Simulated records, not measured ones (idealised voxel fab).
The following is a process module called voxel spacer lines.
Each square cell in cross-section cut measures 5 nm, and the section as a whole is 300 nm wide.
Think of the cross-section as a grid of square cells. We describe it in bands, top to bottom, and each band covers one or more rows of those cells.
In this notation a band is specified by the heights of its top and bottom, in that order and in nm, after which its materials appear from left to right, each paired with its width in nm. The word "throughout" attached to a single material means that material fills the band from edge to edge; the word "empty" stands for empty space.
Where do heights start? At 0: under that level the wafer as delivered is made of one material only. And the lowest band has no floor; it just carries on downward, as in "z 0 and below".
It should be noted that a width expressed as "30->40" varies in equal increments from row to row of cells within the band, taking the value of the first number at the top row and that of the second number at the bottom row.
The cross-section has no changed cell in any step marked "remained the same".
Each empty space that has no open way to the top and spans at least 8 cells appears under "Closed void table" as width x height at distance, the distance counted from the left edge, all in nm.
Read whatever lies past the settings on a step's line as the simulator's own remark about the step.
The optional step-line setting "overlay nm" applies to steps with a mask and quantifies how far to the right of its planned location the mask lay, a negative value indicating leftward placement.

### Set out below are the planned steps of the process
1: op RECEIVE | material Si
2: op CONFORMAL_DEP | material Al2O3 | thk nm 5
3: op DIRECTIONAL_DEP | material polySi | thk nm 10
4: op DIRECTIONAL_DEP | material aC | thk nm 25
5: op PATTERN | tone cover | mask id MANDREL | material resist | width nm 15 | pitch nm 60 | thk nm 30 | overlay nm 0
6: op DIRECTIONAL_ETCH | etch materials aC | depth nm 25
7: op STRIP | etch materials resist
8: op CONFORMAL_DEP | material SiN | thk nm 15
9: op DIRECTIONAL_ETCH | etch materials SiN | depth nm 15
10: op STRIP | etch materials aC
11: op DIRECTIONAL_ETCH | etch materials polySi | depth nm 10
12: op STRIP | etch materials SiN
13: op FILL_DEP | material lowk | thk nm 10
14: op CMP | height nm 15

### First wafer of two (run as planned)

### As received (post step 1): cross-section
  z 0 and below | Si throughout
  Closed void table: none

### Cross-section through the wafer, step 2 finished
  z 5 to 0 | Al2O3 throughout
  Below 0, the layers are the same as they were.

### Cross-section through the wafer, step 3 finished
  z 15 to 5 | polySi throughout
  Below 5, the layers are the same as they were.

### Cross-section through the wafer, step 4 finished
  z 40 to 15 | aC throughout
  Below 15, the layers are the same as they were.

### Cross-section through the wafer, step 5 finished
  z 70 to 40 | empty=110 | resist=15 | empty=45 | resist=15 | empty=115
  Below 40, the layers are the same as they were.

### Cross-section through the wafer, step 6 finished
  z 45 to 40 | empty=110 | resist=15 | empty=45 | resist=15 | empty=115
  z 40 to 15 | empty=110 | aC=15 | empty=45 | aC=15 | empty=115
  Below 15, the layers are the same as they were.

### Cross-section through the wafer, step 7 finished
  z 40 to 15 | empty=110 | aC=15 | empty=45 | aC=15 | empty=115
  Below 15, the layers are the same as they were.

### Cross-section through the wafer, step 8 finished
  z 55 to 40 | empty=95 | SiN=45 | empty=15 | SiN=45 | empty=100
  z 40 to 30 | empty=95 | SiN=15 | aC=15 | SiN=15 | empty=15 | SiN=15 | aC=15 | SiN=15 | empty=100
  z 30 to 15 | SiN=110 | aC=15 | SiN=45 | aC=15 | SiN=115
  Below 15, the layers are the same as they were.

### Cross-section through the wafer, step 9 finished
  z 40 to 15 | empty=95 | SiN=15 | aC=15 | SiN=15 | empty=15 | SiN=15 | aC=15 | SiN=15 | empty=100
  Below 15, the layers are the same as they were.

### Cross-section through the wafer, step 10 finished
  z 40 to 15 | empty=95 | SiN=15 | empty=15 | SiN=15 | empty=15 | SiN=15 | empty=15 | SiN=15 | empty=100
  Below 15, the layers are the same as they were.

### Cross-section through the wafer, step 11 finished
  z 40 to 15 | empty=95 | SiN=15 | empty=15 | SiN=15 | empty=15 | SiN=15 | empty=15 | SiN=15 | empty=100
  z 15 to 5 | empty=95 | polySi=15 | empty=15 | polySi=15 | empty=15 | polySi=15 | empty=15 | polySi=15 | empty=100
  Below 5, the layers are the same as they were.

### Cross-section through the wafer, step 12 finished
  z 15 to 5 | empty=95 | polySi=15 | empty=15 | polySi=15 | empty=15 | polySi=15 | empty=15 | polySi=15 | empty=100
  Below 5, the layers are the same as they were.

### Cross-section through the wafer, step 13 finished
  z 25 to 15 | lowk throughout
  z 15 to 5 | lowk=95 | polySi=15 | lowk=15 | polySi=15 | lowk=15 | polySi=15 | lowk=15 | polySi=15 | lowk=100
  Below 5, the layers are the same as they were.

### Cross-section through the wafer, step 14 finished
  z 15 to 5 | lowk=95 | polySi=15 | lowk=15 | polySi=15 | lowk=15 | polySi=15 | lowk=15 | polySi=15 | lowk=100
  Below 5, the layers are the same as they were.

### The second wafer: identical to the first at the outset and in its planned sequence, differing only in that one mistake was made during processing; up to and including step 1, its path is the first wafer's path

### Second wafer, cut view, end of step 2 per plan
  z 10 to 0 | polySi throughout
  Below 0, the layers are the same as they were.

### Second wafer, cut view, end of step 3 per plan
  z 15 to 10 | Al2O3 throughout
  Below 10, the layers are the same as they were.

### Second wafer, cut view, end of step 4 per plan
  z 40 to 15 | aC throughout
  Below 15, the layers are the same as they were.

### Second wafer, cut view, end of step 5 per plan
  z 70 to 40 | empty=110 | resist=15 | empty=45 | resist=15 | empty=115
  Below 40, the layers are the same as they were.

### Second wafer, cut view, end of step 6 per plan
  z 45 to 40 | empty=110 | resist=15 | empty=45 | resist=15 | empty=115
  z 40 to 15 | empty=110 | aC=15 | empty=45 | aC=15 | empty=115
  Below 15, the layers are the same as they were.

### Second wafer, cut view, end of step 7 per plan
  z 40 to 15 | empty=110 | aC=15 | empty=45 | aC=15 | empty=115
  Below 15, the layers are the same as they were.

### Second wafer, cut view, end of step 8 per plan
  z 55 to 40 | empty=95 | SiN=45 | empty=15 | SiN=45 | empty=100
  z 40 to 30 | empty=95 | SiN=15 | aC=15 | SiN=15 | empty=15 | SiN=15 | aC=15 | SiN=15 | empty=100
  z 30 to 15 | SiN=110 | aC=15 | SiN=45 | aC=15 | SiN=115
  Below 15, the layers are the same as they were.

### Second wafer, cut view, end of step 9 per plan
  z 40 to 15 | empty=95 | SiN=15 | aC=15 | SiN=15 | empty=15 | SiN=15 | aC=15 | SiN=15 | empty=100
  Below 15, the layers are the same as they were.

### Second wafer, cut view, end of step 10 per plan
  z 40 to 15 | empty=95 | SiN=15 | empty=15 | SiN=15 | empty=15 | SiN=15 | empty=15 | SiN=15 | empty=100
  Below 15, the layers are the same as they were.

Second wafer, cut view, end of step 11 per plan: remained the same

### Second wafer, cut view, end of step 12 per plan
  z 15 to 10 | Al2O3 throughout
  Below 10, the layers are the same as they were.

### Second wafer, cut view, end of step 13 per plan
  z 25 to 15 | lowk throughout
  Below 15, the layers are the same as they were.

### Second wafer, cut view, end of step 14 per plan
  z 15 to 10 | Al2O3 throughout
  Below 10, the layers are the same as they were.
Here's what went sideways: ran 2 and 3 in swapped order versus the plan
Final wafer comparison in cells, second versus first, more or fewer per material: 96 fewer of lowk; 96 more of polySi
